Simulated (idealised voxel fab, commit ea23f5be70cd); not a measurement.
process module | voxel local oxidation
cross-section cut | 150 nm wide | cells 5 nm
A cross-section is a grid of square cells, given in bands from the top down. A band is one or more rows of cells.
Each band's line starts with the height of the band's top and of its bottom, in nm. Then come its materials from left to right, each with its width in nm. One material with "throughout" fills the band from edge to edge. "air" is empty space.
Height 0 is the level under which the wafer as received is all one material. The lowest band goes on downwards, as in "0 down".
A width such as "30 to 40" changes by the same amount from each row of cells to the next, from the band's top row to its bottom row.
"no change" after a step means that no cell of the cross-section changed.
closed voids: empty space of 8 cells or more with no open way to the top, each as width x height at its distance from the left edge, in nm
after a step's settings: what the simulator itself notes on the step
overlay nm, on a step with a mask: how far to the right of its planned place the mask lay; to the left if negative
plan
1 op RECEIVE | material Si
2 op CONFORMAL_DEP | material SiO2 | thk nm 5
3 op CONFORMAL_DEP | material SiN | thk nm 10
4 op MASKED_ETCH | tone cover | mask id ACTIVE | width nm 90 | etch materials SiN | depth nm 10 | overlay nm 0
5 op SELECTIVE_ETCH | etch materials SiO2 | depth nm 5
6 op OXIDIZE | depth nm 15
7 op STRIP | etch materials SiN
first wafer, as planned
as received, after step 1
  0 down: Si throughout
  closed voids: none
after step 2
  5 to 0: SiO2 throughout
  below 0: unchanged
after step 3
  15 to 5: SiN throughout
  below 5: unchanged
after step 4
  15 to 5: air 30 | SiN 90 | air 30
  below 5: unchanged
after step 5
  15 to 5: air 30 | SiN 90 | air 30
  5 to 0: air 35 | SiO2 80 | air 35
  below 0: unchanged
after step 6
  15 to 5: air 30 | SiN 90 | air 30
  5 to 0: air 35 | SiO2 80 | air 35
  0 to -15: SiO2 50 | Si 50 | SiO2 50
  below -15: unchanged
after step 7
  5 to 0: air 35 | SiO2 80 | air 35
  below 0: unchanged
second wafer: like start, like plan, one mistake. Through step 6 it matches the first wafer
when step 7 should have ended: no change
what went wrong: step 7 was left out
at the end the second wafer has, in cells: 36 more of SiN
